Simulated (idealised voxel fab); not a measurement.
process module | voxel plated lines
cross-section cut | 270 nm wide | cells 5 nm
A cross-section is a grid of square cells, given in bands from the top down. A band is one or more rows of cells.
Each band's line starts with the height of the band's top and of its bottom, in nm. Then come its materials from left to right, each with its width in nm. One material with "throughout" fills the band from edge to edge. "air" is empty space.
Height 0 is the level under which the wafer as received is all one material. The lowest band goes on downwards, as in "0 down".
A width such as "30 to 40" changes by the same amount from each row of cells to the next, from the band's top row to its bottom row.
"no change" after a step means that no cell of the cross-section changed.
closed voids: empty space of 8 cells or more with no open way to the top, each as width x height at its distance from the left edge, in nm
after a step's settings: what the simulator itself notes on the step
overlay nm, on a step with a mask: how far to the right of its planned place the mask lay; to the left if negative
plan
1 op RECEIVE | material Si
2 op CONFORMAL_DEP | material Al2O3 | thk nm 15
3 op DIRECTIONAL_DEP | material TiN | thk nm 5
4 op PATTERN | tone open | mask id LINES | material resist | width nm 15 | pitch nm 35 | thk nm 30 | overlay nm 0
5 op EPI | material Ru | thk nm 10
6 op EPI | material Ru | thk nm 5
7 op STRIP | etch materials resist
8 op DIRECTIONAL_ETCH | etch materials TiN | depth nm 5
9 op CONFORMAL_DEP | material SiO2 | thk nm 5
first wafer, as planned
as received, after step 1
  0 down: Si throughout
  closed voids: none
after step 2
  15 to 0: Al2O3 throughout
  below 0: unchanged
after step 3
  20 to 15: TiN throughout
  below 15: unchanged
after step 4
  50 to 20: resist 110 | air 15 | resist 20 | air 15 | resist 110
  below 20: unchanged
after step 5
  50 to 30: resist 110 | air 15 | resist 20 | air 15 | resist 110
  30 to 20: resist 110 | Ru 15 | resist 20 | Ru 15 | resist 110
  below 20: unchanged
after step 6
  50 to 35: resist 110 | air 15 | resist 20 | air 15 | resist 110
  35 to 20: resist 110 | Ru 15 | resist 20 | Ru 15 | resist 110
  below 20: unchanged
after step 7
  35 to 20: air 110 | Ru 15 | air 20 | Ru 15 | air 110
  below 20: unchanged
after step 8
  35 to 20: air 110 | Ru 15 | air 20 | Ru 15 | air 110
  20 to 15: air 110 | TiN 15 | air 20 | TiN 15 | air 110
  below 15: unchanged
after step 9
  40 to 35: air 105 | SiO2 25 | air 10 | SiO2 25 | air 105
  35 to 20: air 105 | SiO2 5 | Ru 15 | SiO2 5 | air 10 | SiO2 5 | Ru 15 | SiO2 5 | air 105
  20 to 15: SiO2 110 | TiN 15 | SiO2 20 | TiN 15 | SiO2 110
  below 15: unchanged
second wafer: like start, like plan, one mistake. Through step 3 it matches the first wafer
when step 4 should have ended
  50 to 20: air 110 | resist 15 | air 20 | resist 15 | air 110
  below 20: unchanged
when step 5 should have ended
  50 to 30: air 110 | resist 15 | air 20 | resist 15 | air 110
  30 to 20: Ru 110 | resist 15 | Ru 20 | resist 15 | Ru 110
  below 20: unchanged
when step 6 should have ended
  50 to 35: air 110 | resist 15 | air 20 | resist 15 | air 110
  35 to 20: Ru 110 | resist 15 | Ru 20 | resist 15 | Ru 110
  below 20: unchanged
when step 7 should have ended
  35 to 20: Ru 110 | air 15 | Ru 20 | air 15 | Ru 110
  below 20: unchanged
when step 8 should have ended
  35 to 20: Ru 110 | air 15 | Ru 20 | air 15 | Ru 110
  20 to 15: TiN 110 | air 15 | TiN 20 | air 15 | TiN 110
  below 15: unchanged
when step 9 should have ended
  40 to 35: SiO2 115 | air 5 | SiO2 30 | air 5 | SiO2 115
  35 to 20: Ru 110 | SiO2 5 | air 5 | SiO2 5 | Ru 20 | SiO2 5 | air 5 | SiO2 5 | Ru 110
  20 to 15: TiN 110 | SiO2 15 | TiN 20 | SiO2 15 | TiN 110
  below 15: unchanged
what went wrong: step 4 ran as: op PATTERN | tone cover | mask id LINES | material resist | width nm 15 | pitch nm 35 | thk nm 30 | overlay nm 0
at the end the second wafer has, in cells: 126 more of Ru | 42 more of TiN
